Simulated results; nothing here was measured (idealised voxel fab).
Process module name: voxel ribs on slabs
Cross-section cut spans 140 nm and uses square cells 5 nm in size.
Cross-section = grid of square cells, listed top down in bands; band = one or more rows.
It is stipulated that each band's entry specify, in nanometres, the height of the top of the band and then that of its bottom, followed by the materials of the band in left-to-right sequence, each together with its width in nanometres. A single material marked by the word "edge to edge" is understood to fill the band from edge to edge; the word "empty" is understood to denote empty space.
Where do heights start? At 0: under that level the wafer as delivered is made of one material only. And the lowest band has no floor; it just carries on downward, as in "0 and below".
With a width like "30->40", each row of cells in the band differs from the next by the same amount, the top row carrying the first number and the bottom row the second.
The cross-section has no changed cell in any step marked "changes: none".
What "Cavities, sealed" gives you is every empty space of 8 cells or more that is cut off from the top. Each appears as width x height at distance, with the distance taken from the left edge and width, height and distance all in nm.
Formally, on a step line, whatever follows the settings is a remark that the simulator itself makes on the step.
overlay nm: mask offset rightward from planned place, masked step; negative means leftward offset.

## Process steps - plan
- 1: RECEIVE,material Si
- 2: DIRECTIONAL_DEP,material SiO2,thk nm 30
- 3: DIRECTIONAL_DEP,material SiN,thk nm 15
- 4: DIRECTIONAL_DEP,material aC,thk nm 10
- 5: PATTERN,tone cover,mask id RIB,material resist,width nm 30,thk nm 30,overlay nm 0
- 6: DIRECTIONAL_ETCH,etch materials aC,depth nm 10
- 7: STRIP,etch materials resist
- 8: DIRECTIONAL_ETCH,etch materials SiN,depth nm 5
- 9: STRIP,etch materials aC
- 10: MASKED_ETCH,tone cover,mask id SLAB,width nm 90,etch materials SiN,depth nm 10,overlay nm 0
- 11: FILL_DEP,material SiO2,thk nm 30
- 12: CMP,height nm 65
- 13: DIRECTIONAL_DEP,material W,thk nm 10
- 14: DIRECTIONAL_DEP,material aC,thk nm 10
- 15: PATTERN,tone cover,mask id HEATER,material resist,width nm 40,thk nm 30,overlay nm 0
- 16: DIRECTIONAL_ETCH,etch materials aC,depth nm 10
- 17: STRIP,etch materials resist
- 18: DIRECTIONAL_ETCH,etch materials W,depth nm 10
- 19: STRIP,etch materials aC
- 20: CONFORMAL_DEP,material SiN,thk nm 10

## As-received state of the wafer in cross-section, equivalent to post-step 1
> 0 and below | Si edge to edge
> Cavities, sealed: none

## Here's the wafer cut in cross-section after the module, started and planned just like above, except one thing was done wrong in the run
> 85 down to 75 | empty 40, SiN 60, empty 40
> 75 down to 65 | SiN 50, W 40, SiN 50
> 65 down to 15 | SiO2 edge to edge
> 15 down to 0 | SiN edge to edge
> 0 and below | Si edge to edge
> Cavities, sealed: none
Plan not followed: transposition of steps 2 and 3 relative to the planned sequence
